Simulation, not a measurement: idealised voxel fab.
The document below concerns the process module designated voxel capacitor over wiring.
270 nm wide, 5 nm square cells: that's cross-section cut.
Cross-section format: a grid of square cells, given as bands from top to bottom; each band is one or more rows of cells.
Top, bottom (nm), then materials left to right with widths (nm); lone material tagged "edge to edge" fills the whole band edge to edge; "empty" = empty space.
Ref level 0: as-received wafer is one material below here. Bottom band extends down with no lower bound ("0 nm and below").
With a width like "30 to 40", each row of cells in the band differs from the next by the same amount, the top row carrying the first number and the bottom row the second.
Step marked "no alteration"? Then no cell in the cross-section changed in it.
"Completely sealed voids" specifies each empty space that is not open to the top and that occupies no fewer than 8 cells, using the form width x height at distance, the distance measured from the left edge and all three quantities in nm.
Anything after a step's settings on that line? It's the simulator's own note about the step.
"overlay nm" on a masked step: distance the mask lay right of its planned place, negative for left.

### Planned process steps
1 RECEIVE, material Si
2 CONFORMAL_DEP, material SiO2, thk nm 15
3 CONFORMAL_DEP, material SiN, thk nm 5
4 DIRECTIONAL_DEP, material lowk, thk nm 15
5 PATTERN, tone open, mask id METAL_1, material resist, width nm 25, pitch nm 85, thk nm 15, overlay nm 0
6 DIRECTIONAL_ETCH, etch materials lowk, depth nm 15
7 DIRECTIONAL_ETCH, etch materials SiN, depth nm 5
8 STRIP, etch materials resist
9 CONFORMAL_DEP, material TiN, thk nm 5
10 FILL_DEP, material Cu, thk nm 10
11 CMP, height nm 35
12 CONFORMAL_DEP, material SiCN, thk nm 5
13 DIRECTIONAL_DEP, material lowk, thk nm 20
14 PATTERN, tone open, mask id PLUG_1, material resist, width nm 15, thk nm 15, overlay nm 0
15 DIRECTIONAL_ETCH, etch materials lowk, depth nm 20
16 DIRECTIONAL_ETCH, etch materials SiCN, depth nm 5
17 STRIP, etch materials resist
18 EPI, material Ru, thk nm 10
19 EPI, material Ru, thk nm 10
20 EPI, material Ru, thk nm 5
21 DIRECTIONAL_DEP, material TiN, thk nm 5
22 DIRECTIONAL_DEP, material HfO2, thk nm 5
23 DIRECTIONAL_DEP, material TiN, thk nm 10
24 DIRECTIONAL_DEP, material aC, thk nm 10
25 PATTERN, tone cover, mask id UPPER_PLATE, material resist, width nm 65, thk nm 30, overlay nm 0
26 DIRECTIONAL_ETCH, etch materials aC, depth nm 10
27 STRIP, etch materials resist
28 DIRECTIONAL_ETCH, etch materials TiN, depth nm 10
29 DIRECTIONAL_ETCH, etch materials HfO2, depth nm 5
30 STRIP, etch materials aC
31 DIRECTIONAL_DEP, material aC, thk nm 15
32 PATTERN, tone cover, mask id LOWER_PLATE, material resist, width nm 75, thk nm 35, overlay nm 0
33 DIRECTIONAL_ETCH, etch materials aC, depth nm 15
34 STRIP, etch materials resist
35 DIRECTIONAL_ETCH, etch materials TiN, depth nm 5
36 STRIP, etch materials aC
37 FILL_DEP, material SiO2, thk nm 20
38 CMP, height nm 95
39 DIRECTIONAL_DEP, material aC, thk nm 10
40 PATTERN, tone open, mask id PLUG_2, material resist, width nm 15, thk nm 25, overlay nm 0
41 DIRECTIONAL_ETCH, etch materials aC, depth nm 10
42 STRIP, etch materials resist
43 DIRECTIONAL_ETCH, etch materials SiO2, depth nm 15
44 STRIP, etch materials aC
45 CONFORMAL_DEP, material TiN, thk nm 5
46 FILL_DEP, material Cu, thk nm 5
47 CMP, height nm 95
48 CONFORMAL_DEP, material SiCN, thk nm 5
The value of thk nm given for step 48 in the plan refers to the first wafer; the wafers vary in this setting and are alike at the start.

### Cross-section: the first of several wafers in its as-received state, i.e. following step 1
	0 nm and below = Si edge to edge
	Completely sealed voids: none

### The cross-section of the first of several wafers is given below for the end of the module, after its final step, step 48
	100 nm to 95 nm = SiCN edge to edge
	95 nm to 85 nm = SiO2 (100) / TiN (5) / Cu (5) / TiN (5) / SiO2 (155)
	85 nm to 80 nm = SiO2 (100) / TiN (15) / SiO2 (155)
	80 nm to 70 nm = SiO2 (90) / TiN (65) / SiO2 (115)
	70 nm to 65 nm = SiO2 (90) / HfO2 (65) / SiO2 (115)
	65 nm to 60 nm = SiO2 (85) / TiN (75) / SiO2 (110)
	60 nm to 40 nm = lowk (90) / Ru (15) / lowk (165)
	40 nm to 35 nm = SiCN (90) / Ru (15) / SiCN (165)
	35 nm to 20 nm = lowk (80) / TiN (5) / Cu (15) / TiN (5) / lowk (60) / TiN (5) / Cu (15) / TiN (5) / lowk (80)
	20 nm to 15 nm = SiN (80) / TiN (25) / SiN (60) / TiN (25) / SiN (80)
	15 nm to 0 nm = SiO2 edge to edge
	0 nm and below = Si edge to edge
	Completely sealed voids: none

### X-section, last wafer, module end
	115 nm to 95 nm = SiCN edge to edge
	95 nm to 85 nm = SiO2 (100) / TiN (5) / Cu (5) / TiN (5) / SiO2 (155)
	85 nm to 80 nm = SiO2 (100) / TiN (15) / SiO2 (155)
	80 nm to 70 nm = SiO2 (90) / TiN (65) / SiO2 (115)
	70 nm to 65 nm = SiO2 (90) / HfO2 (65) / SiO2 (115)
	65 nm to 60 nm = SiO2 (85) / TiN (75) / SiO2 (110)
	60 nm to 40 nm = lowk (90) / Ru (15) / lowk (165)
	40 nm to 35 nm = SiCN (90) / Ru (15) / SiCN (165)
	35 nm to 20 nm = lowk (80) / TiN (5) / Cu (15) / TiN (5) / lowk (60) / TiN (5) / Cu (15) / TiN (5) / lowk (80)
	20 nm to 15 nm = SiN (80) / TiN (25) / SiN (60) / TiN (25) / SiN (80)
	15 nm to 0 nm = SiO2 edge to edge
	0 nm and below = Si edge to edge
	Completely sealed voids: none

### Table: wafers, a row each; end-of-module cell change per material since receipt, gain (+), loss (-); then closed voids
thk nm 5 | +20 Cu | +13 HfO2 | +15 Ru | +105 SiCN | +44 SiN | +477 SiO2 | +70 TiN | +336 lowk | Completely sealed voids: none
thk nm 10 | +20 Cu | +13 HfO2 | +15 Ru | +159 SiCN | +44 SiN | +477 SiO2 | +70 TiN | +336 lowk | Completely sealed voids: none
thk nm 15 | +20 Cu | +13 HfO2 | +15 Ru | +213 SiCN | +44 SiN | +477 SiO2 | +70 TiN | +336 lowk | Completely sealed voids: none
thk nm 20 | +20 Cu | +13 HfO2 | +15 Ru | +267 SiCN | +44 SiN | +477 SiO2 | +70 TiN | +336 lowk | Completely sealed voids: none
